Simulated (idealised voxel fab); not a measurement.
The process module presented herein is designated voxel self aligned contacts.
Cross-section cut: width 290 nm, square cells of 5 nm.
Cross-section layout: square cells on a grid; listed as bands, top to bottom; a band spans one or more cell rows.
Heights first: top, then bottom, in nm. Then materials, left to right, each with a width in nm. "full width" on a single material: fills the band edge to edge. "empty": empty space.
Height reference: 0 = level under which incoming wafer is all one material. Lowest band: no bottom, runs on downward, e.g. "top 0, no bottom".
With a width like "30..40", each row of cells in the band differs from the next by the same amount, the top row carrying the first number and the bottom row the second.
Any step labelled "left unchanged" changed none of the cells in the cross-section.
This entry, "Sealed voids", enumerates those empty regions of no fewer than 8 cells that possess no open connection to the top. Each region is reported in the form width x height at distance, the distance being taken from the left edge, with all three quantities expressed in nm.
Formally, on a step line, whatever follows the settings is a remark that the simulator itself makes on the step.
"overlay nm" answers the question of how far to the right of plan the mask lay on a step that has a mask, and when it is negative the answer is to the left.

# The following list gives the planned process steps
1. RECEIVE [material Si]
2. OXIDIZE [depth nm 5]
3. DIRECTIONAL_DEP [material polySi] [thk nm 25]
4. DIRECTIONAL_DEP [material SiN] [thk nm 20]
5. DIRECTIONAL_DEP [material aC] [thk nm 10]
6. PATTERN [tone cover] [mask id GATE] [material resist] [width nm 25] [pitch nm 60] [thk nm 25] [overlay nm 0]
7. DIRECTIONAL_ETCH [etch materials aC] [depth nm 10]
8. STRIP [etch materials resist]
9. DIRECTIONAL_ETCH [etch materials SiN] [depth nm 20]
10. DIRECTIONAL_ETCH [etch materials polySi] [depth nm 25]
11. STRIP [etch materials aC]
12. CONFORMAL_DEP [material SiN] [thk nm 10]
13. DIRECTIONAL_ETCH [etch materials SiN] [depth nm 10]
14. FILL_DEP [material SiO2] [thk nm 20]
15. CMP [height nm 55]
16. MASKED_ETCH [tone open] [mask id CONTACT] [width nm 45] [etch materials SiO2] [depth nm 60] [overlay nm 0]
17. CONFORMAL_DEP [material TiN] [thk nm 5]
18. FILL_DEP [material Ru] [thk nm 10]
19. CMP [height nm 55]
20. CONFORMAL_DEP [material SiN] [thk nm 5]

# The cross-section here shows the wafer as received, i.e. in its state after step 1
> top 0, no bottom = Si full width
> Sealed voids: none

# Cross-section, first of two wafers, end of module, run as planned
> top 60, bottom 55 = SiN full width
> top 55, bottom 45 = SiO2=120 / TiN=5..20 / Ru=35..5 / TiN=5..20 / SiO2=125
> top 45, bottom 25 = SiO2=90 / SiN=45 / TiN=5 / Ru=5 / TiN=5 / SiN=45 / SiO2=95
> top 25, bottom 0 = SiO2=90 / SiN=10 / polySi=25 / SiN=10 / TiN=5 / Ru=5 / TiN=5 / SiN=10 / polySi=25 / SiN=10 / SiO2=95
> top 0, bottom -5 = SiO2=135 / TiN=15 / SiO2=140
> top -5, no bottom = Si full width
> Sealed voids: none

# Second wafer through the module, sectioned at the end: same beginning and same plan as the first wafer, with one mistake in carrying it out
> top 60, bottom 55 = SiN full width
> top 55, bottom 45 = SiO2=120 / TiN=5..20 / Ru=35..5 / TiN=5..20 / SiO2=125
> top 45, bottom 30 = SiO2=90 / SiN=45 / TiN=5 / Ru=5 / TiN=5 / SiN=45 / SiO2=95
> top 30, bottom 25 = SiO2=90 / SiN=45 / TiN=15 / SiN=45 / SiO2=95
> top 25, bottom 0 = Ru full width
> top 0, bottom -5 = SiO2 full width
> top -5, no bottom = Si full width
> Sealed voids: none
Finding, execution versus plan: step 3 changed vs plan, executed as DIRECTIONAL_DEP [material Ru] [thk nm 25]
At the finish, the second wafer shows more or fewer cells for some materials than the first does: +284 Ru, -40 SiN, -182 SiO2, -12 TiN, -50 polySi
